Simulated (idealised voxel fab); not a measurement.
process module | voxel tone inversion
cross-section cut | 230 nm wide | cells 5 nm
A cross-section is a grid of square cells, given in bands from the top down. A band is one or more rows of cells.
Each band's line starts with the height of the band's top and of its bottom, in nm. Then come its materials from left to right, each with its width in nm. One material with "throughout" fills the band from edge to edge. "air" is empty space.
Height 0 is the level under which the wafer as received is all one material. The lowest band goes on downwards, as in "0 down".
A width such as "30 to 40" changes by the same amount from each row of cells to the next, from the band's top row to its bottom row.
"no change" after a step means that no cell of the cross-section changed.
closed voids: empty space of 8 cells or more with no open way to the top, each as width x height at its distance from the left edge, in nm
after a step's settings: what the simulator itself notes on the step
overlay nm, on a step with a mask: how far to the right of its planned place the mask lay; to the left if negative
plan
1 op RECEIVE | material Si
2 op CONFORMAL_DEP | material SiN | thk nm 10
3 op DIRECTIONAL_DEP | material polySi | thk nm 15
4 op PATTERN | tone cover | mask id POSTS | material resist | width nm 15 | pitch nm 30 | thk nm 25 | overlay nm 0
5 op DIRECTIONAL_ETCH | etch materials polySi | depth nm 15
6 op STRIP | etch materials resist
7 op FILL_DEP | material lowk | thk nm 10
8 op CMP | height nm 25
9 op STRIP | etch materials polySi
10 op CONFORMAL_DEP | material TiN | thk nm 5
11 op FILL_DEP | material W | thk nm 10
12 op CMP | height nm 25
13 op CONFORMAL_DEP | material SiCN | thk nm 5
first wafer, as planned
as received, after step 1
  0 down: Si throughout
  closed voids: none
after step 2
  10 to 0: SiN throughout
  below 0: unchanged
after step 3
  25 to 10: polySi throughout
  below 10: unchanged
after step 4
  50 to 25: air 60 | resist 15 | air 15 | resist 15 | air 15 | resist 15 | air 15 | resist 15 | air 65
  below 25: unchanged
after step 5
  50 to 25: air 60 | resist 15 | air 15 | resist 15 | air 15 | resist 15 | air 15 | resist 15 | air 65
  25 to 10: air 60 | polySi 15 | air 15 | polySi 15 | air 15 | polySi 15 | air 15 | polySi 15 | air 65
  below 10: unchanged
after step 6
  25 to 10: air 60 | polySi 15 | air 15 | polySi 15 | air 15 | polySi 15 | air 15 | polySi 15 | air 65
  below 10: unchanged
after step 7
  35 to 25: lowk throughout
  25 to 10: lowk 60 | polySi 15 | lowk 15 | polySi 15 | lowk 15 | polySi 15 | lowk 15 | polySi 15 | lowk 65
  below 10: unchanged
after step 8
  25 to 10: lowk 60 | polySi 15 | lowk 15 | polySi 15 | lowk 15 | polySi 15 | lowk 15 | polySi 15 | lowk 65
  below 10: unchanged
after step 9
  25 to 10: lowk 60 | air 15 | lowk 15 | air 15 | lowk 15 | air 15 | lowk 15 | air 15 | lowk 65
  below 10: unchanged
after step 10
  30 to 25: TiN 65 | air 5 | TiN 25 | air 5 | TiN 25 | air 5 | TiN 25 | air 5 | TiN 70
  25 to 15: lowk 60 | TiN 5 | air 5 | TiN 5 | lowk 15 | TiN 5 | air 5 | TiN 5 | lowk 15 | TiN 5 | air 5 | TiN 5 | lowk 15 | TiN 5 | air 5 | TiN 5 | lowk 65
  15 to 10: lowk 60 | TiN 15 | lowk 15 | TiN 15 | lowk 15 | TiN 15 | lowk 15 | TiN 15 | lowk 65
  below 10: unchanged
after step 11
  40 to 30: W throughout
  30 to 25: TiN 65 | W 5 | TiN 25 | W 5 | TiN 25 | W 5 | TiN 25 | W 5 | TiN 70
  25 to 15: lowk 60 | TiN 5 | W 5 | TiN 5 | lowk 15 | TiN 5 | W 5 | TiN 5 | lowk 15 | TiN 5 | W 5 | TiN 5 | lowk 15 | TiN 5 | W 5 | TiN 5 | lowk 65
  below 15: unchanged
after step 12
  25 to 15: lowk 60 | TiN 5 | W 5 | TiN 5 | lowk 15 | TiN 5 | W 5 | TiN 5 | lowk 15 | TiN 5 | W 5 | TiN 5 | lowk 15 | TiN 5 | W 5 | TiN 5 | lowk 65
  below 15: unchanged
after step 13
  30 to 25: SiCN throughout
  below 25: unchanged
second wafer: like start, like plan, one mistake. Through step 8 it matches the first wafer
when step 9 should have ended
  25 to 10: lowk 60 | air 15 | lowk 15 | air 15 | lowk 15 | air 15 | lowk 15 | air 15 | lowk 65
  below 10: unchanged
when step 10 should have ended
  30 to 25: TiN 65 | air 5 | TiN 25 | air 5 | TiN 25 | air 5 | TiN 25 | air 5 | TiN 70
  25 to 15: lowk 60 | TiN 5 | air 5 | TiN 5 | lowk 15 | TiN 5 | air 5 | TiN 5 | lowk 15 | TiN 5 | air 5 | TiN 5 | lowk 15 | TiN 5 | air 5 | TiN 5 | lowk 65
  15 to 10: lowk 60 | TiN 15 | lowk 15 | TiN 15 | lowk 15 | TiN 15 | lowk 15 | TiN 15 | lowk 65
  below 10: unchanged
when step 11 should have ended
  40 to 30: W throughout
  30 to 25: TiN 65 | W 5 | TiN 25 | W 5 | TiN 25 | W 5 | TiN 25 | W 5 | TiN 70
  25 to 15: lowk 60 | TiN 5 | W 5 | TiN 5 | lowk 15 | TiN 5 | W 5 | TiN 5 | lowk 15 | TiN 5 | W 5 | TiN 5 | lowk 15 | TiN 5 | W 5 | TiN 5 | lowk 65
  below 15: unchanged
when step 12 should have ended
  25 to 15: lowk 60 | TiN 5 | W 5 | TiN 5 | lowk 15 | TiN 5 | W 5 | TiN 5 | lowk 15 | TiN 5 | W 5 | TiN 5 | lowk 15 | TiN 5 | W 5 | TiN 5 | lowk 65
  below 15: unchanged
when step 13 should have ended
  30 to 25: SiCN throughout
  below 25: unchanged
what went wrong: step 9 was run twice
at the end the two cross-sections are the same: no effect in what this model computes
